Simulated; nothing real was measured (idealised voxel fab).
This section sets out a process module, namely voxel self aligned contacts.
Each square cell in cross-section cut measures 5 nm, and the section as a whole is 160 nm wide.
In this document a cross-section is written as a grid of square cells. It is given as a series of bands, listed from the top down, and a band is one or more rows of cells.
Heights first: top, then bottom, in nm. Then materials, left to right, each with a width in nm. "all across" on a single material: fills the band edge to edge. "empty": empty space.
Beneath 0, the wafer as received is one material, and that level is where height counting begins. The lowest band goes on downward without a bottom; it is written like "from 0 down".
Width "30->40": first value at the band's top row of cells, second value at its bottom row, equal change from row to row.
"left unchanged" after a step means that no cell of the cross-section changed.
"Enclosed void listing": empty spaces of 8 cells or more with no open way to the top, each given as width x height at distance, distance from the left edge, all in nm.
Past the settings on a step's line: simulator remark, on that step.
You can add "overlay nm" to a step's line. For a step with a mask, it describes how far the mask lay to the right of its planned position, and a negative number describes a lay to the left.

Process steps foreseen in the plan
step 1: RECEIVE: material Si
step 2: CONFORMAL_DEP: material SiO2, thk nm 5
step 3: DIRECTIONAL_DEP: material polySi, thk nm 20
step 4: DIRECTIONAL_DEP: material SiN, thk nm 20
step 5: MASKED_ETCH: tone cover, mask id GATE, width nm 30, pitch nm 75, etch materials SiN, depth nm 20, overlay nm 0
step 6: MASKED_ETCH: tone cover, mask id GATE, width nm 30, pitch nm 75, etch materials polySi, depth nm 20, overlay nm 0
step 7: CONFORMAL_DEP: material SiN, thk nm 10
step 8: DIRECTIONAL_ETCH: etch materials SiN, depth nm 10
step 9: FILL_DEP: material SiO2, thk nm 15
step 10: CMP: height nm 50
step 11: PATTERN: tone open, mask id CONTACT, material resist, width nm 55, thk nm 20, overlay nm 0
step 12: DIRECTIONAL_ETCH: etch materials SiO2, depth nm 50
step 13: STRIP: etch materials resist
step 14: CONFORMAL_DEP: material TiN, thk nm 5
step 15: FILL_DEP: material W, thk nm 10
step 16: CMP: height nm 50
step 17: CONFORMAL_DEP: material SiN, thk nm 5

First wafer, as planned

Shown in cross-section is the wafer as received, that is, as it stands after step 1
from 0 down = Si all across
Enclosed void listing: none

Cross-sectional representation of the wafer at the conclusion of step 2
from 5 to 0 = SiO2 all across
Whatever lies below 0 is exactly as it was before.

Cross-sectional representation of the wafer at the conclusion of step 3
from 25 to 5 = polySi all across
Whatever lies below 5 is exactly as it was before.

Cross-sectional representation of the wafer at the conclusion of step 4
from 45 to 25 = SiN all across
Whatever lies below 25 is exactly as it was before.

Cross-sectional representation of the wafer at the conclusion of step 5
from 45 to 25 = 25 of empty, 30 of SiN, 45 of empty, 30 of SiN, 30 of empty
Whatever lies below 25 is exactly as it was before.

Cross-sectional representation of the wafer at the conclusion of step 6
from 45 to 25 = 25 of empty, 30 of SiN, 45 of empty, 30 of SiN, 30 of empty
from 25 to 5 = 25 of empty, 30 of polySi, 45 of empty, 30 of polySi, 30 of empty
Whatever lies below 5 is exactly as it was before.

Cross-sectional representation of the wafer at the conclusion of step 7
from 55 to 25 = 15 of empty, 50 of SiN, 25 of empty, 50 of SiN, 20 of empty
from 25 to 15 = 15 of empty, 10 of SiN, 30 of polySi, 10 of SiN, 25 of empty, 10 of SiN, 30 of polySi, 10 of SiN, 20 of empty
from 15 to 5 = 25 of SiN, 30 of polySi, 45 of SiN, 30 of polySi, 30 of SiN
Whatever lies below 5 is exactly as it was before.

Cross-sectional representation of the wafer at the conclusion of step 8
from 45 to 25 = 15 of empty, 50 of SiN, 25 of empty, 50 of SiN, 20 of empty
from 25 to 5 = 15 of empty, 10 of SiN, 30 of polySi, 10 of SiN, 25 of empty, 10 of SiN, 30 of polySi, 10 of SiN, 20 of empty
Whatever lies below 5 is exactly as it was before.

Cross-sectional representation of the wafer at the conclusion of step 9
from 60 to 45 = SiO2 all across
from 45 to 25 = 15 of SiO2, 50 of SiN, 25 of SiO2, 50 of SiN, 20 of SiO2
from 25 to 5 = 15 of SiO2, 10 of SiN, 30 of polySi, 10 of SiN, 25 of SiO2, 10 of SiN, 30 of polySi, 10 of SiN, 20 of SiO2
Whatever lies below 5 is exactly as it was before.

Cross-sectional representation of the wafer at the conclusion of step 10
from 50 to 45 = SiO2 all across
Whatever lies below 45 is exactly as it was before.

Cross-sectional representation of the wafer at the conclusion of step 11
from 70 to 50 = 50 of resist, 55 of empty, 55 of resist
Whatever lies below 50 is exactly as it was before.

Cross-sectional representation of the wafer at the conclusion of step 12
from 70 to 50 = 50 of resist, 55 of empty, 55 of resist
from 50 to 45 = 50 of SiO2, 55 of empty, 55 of SiO2
from 45 to 25 = 15 of SiO2, 50 of SiN, 25 of empty, 50 of SiN, 20 of SiO2
from 25 to 5 = 15 of SiO2, 10 of SiN, 30 of polySi, 10 of SiN, 25 of empty, 10 of SiN, 30 of polySi, 10 of SiN, 20 of SiO2
from 5 to 0 = 65 of SiO2, 25 of empty, 70 of SiO2
Whatever lies below 0 is exactly as it was before.

Cross-sectional representation of the wafer at the conclusion of step 13
from 50 to 45 = 50 of SiO2, 55 of empty, 55 of SiO2
Whatever lies below 45 is exactly as it was before.

Cross-sectional representation of the wafer at the conclusion of step 14
from 55 to 50 = 55 of TiN, 45 of empty, 60 of TiN
from 50 to 45 = 50 of SiO2, 20 of TiN, 15 of empty, 20 of TiN, 55 of SiO2
from 45 to 25 = 15 of SiO2, 50 of SiN, 5 of TiN, 15 of empty, 5 of TiN, 50 of SiN, 20 of SiO2
from 25 to 5 = 15 of SiO2, 10 of SiN, 30 of polySi, 10 of SiN, 5 of TiN, 15 of empty, 5 of TiN, 10 of SiN, 30 of polySi, 10 of SiN, 20 of SiO2
from 5 to 0 = 65 of SiO2, 25 of TiN, 70 of SiO2
Whatever lies below 0 is exactly as it was before.

Cross-sectional representation of the wafer at the conclusion of step 15
from 65 to 55 = W all across
from 55 to 50 = 55 of TiN, 45 of W, 60 of TiN
from 50 to 45 = 50 of SiO2, 20 of TiN, 15 of W, 20 of TiN, 55 of SiO2
from 45 to 25 = 15 of SiO2, 50 of SiN, 5 of TiN, 15 of W, 5 of TiN, 50 of SiN, 20 of SiO2
from 25 to 5 = 15 of SiO2, 10 of SiN, 30 of polySi, 10 of SiN, 5 of TiN, 15 of W, 5 of TiN, 10 of SiN, 30 of polySi, 10 of SiN, 20 of SiO2
Whatever lies below 5 is exactly as it was before.

Cross-sectional representation of the wafer at the conclusion of step 16
from 50 to 45 = 50 of SiO2, 20 of TiN, 15 of W, 20 of TiN, 55 of SiO2
Whatever lies below 45 is exactly as it was before.

Cross-sectional representation of the wafer at the conclusion of step 17
from 55 to 50 = SiN all across
Whatever lies below 50 is exactly as it was before.

The second wafer was prepared from the same starting point and under the same plan as the first; its processing contained one mistake, and it remains indistinguishable from the first wafer up to and including step 10

Cross-sectional representation of the second wafer at the time designated in the plan for the completion of step 11
from 70 to 50 = 55 of resist, 50 of empty, 55 of resist
Whatever lies below 50 is exactly as it was before.

Cross-sectional representation of the second wafer at the time designated in the plan for the completion of step 12
from 70 to 50 = 55 of resist, 50 of empty, 55 of resist
from 50 to 45 = 55 of SiO2, 50 of empty, 55 of SiO2
from 45 to 25 = 15 of SiO2, 50 of SiN, 25 of empty, 50 of SiN, 20 of SiO2
from 25 to 5 = 15 of SiO2, 10 of SiN, 30 of polySi, 10 of SiN, 25 of empty, 10 of SiN, 30 of polySi, 10 of SiN, 20 of SiO2
from 5 to 0 = 65 of SiO2, 25 of empty, 70 of SiO2
Whatever lies below 0 is exactly as it was before.

Cross-sectional representation of the second wafer at the time designated in the plan for the completion of step 13
from 50 to 45 = 55 of SiO2, 50 of empty, 55 of SiO2
Whatever lies below 45 is exactly as it was before.

Cross-sectional representation of the second wafer at the time designated in the plan for the completion of step 14
from 55 to 50 = 60 of TiN, 40 of empty, 60 of TiN
from 50 to 45 = 55 of SiO2, 15 of TiN, 15 of empty, 20 of TiN, 55 of SiO2
from 45 to 25 = 15 of SiO2, 50 of SiN, 5 of TiN, 15 of empty, 5 of TiN, 50 of SiN, 20 of SiO2
from 25 to 5 = 15 of SiO2, 10 of SiN, 30 of polySi, 10 of SiN, 5 of TiN, 15 of empty, 5 of TiN, 10 of SiN, 30 of polySi, 10 of SiN, 20 of SiO2
from 5 to 0 = 65 of SiO2, 25 of TiN, 70 of SiO2
Whatever lies below 0 is exactly as it was before.

Cross-sectional representation of the second wafer at the time designated in the plan for the completion of step 15
from 65 to 55 = W all across
from 55 to 50 = 60 of TiN, 40 of W, 60 of TiN
from 50 to 45 = 55 of SiO2, 15 of TiN, 15 of W, 20 of TiN, 55 of SiO2
from 45 to 25 = 15 of SiO2, 50 of SiN, 5 of TiN, 15 of W, 5 of TiN, 50 of SiN, 20 of SiO2
from 25 to 5 = 15 of SiO2, 10 of SiN, 30 of polySi, 10 of SiN, 5 of TiN, 15 of W, 5 of TiN, 10 of SiN, 30 of polySi, 10 of SiN, 20 of SiO2
Whatever lies below 5 is exactly as it was before.

Cross-sectional representation of the second wafer at the time designated in the plan for the completion of step 16
from 50 to 45 = 55 of SiO2, 15 of TiN, 15 of W, 20 of TiN, 55 of SiO2
Whatever lies below 45 is exactly as it was before.

Cross-sectional representation of the second wafer at the time designated in the plan for the completion of step 17
from 55 to 50 = SiN all across
Whatever lies below 50 is exactly as it was before.
The plan and the run diverged here: step 11 deviated from plan and actually ran as PATTERN: tone open, mask id CONTACT, material resist, width nm 50, thk nm 20, overlay nm 0
Cell-count delta at end, second wafer over first, by material: SiO2 +1, TiN -1
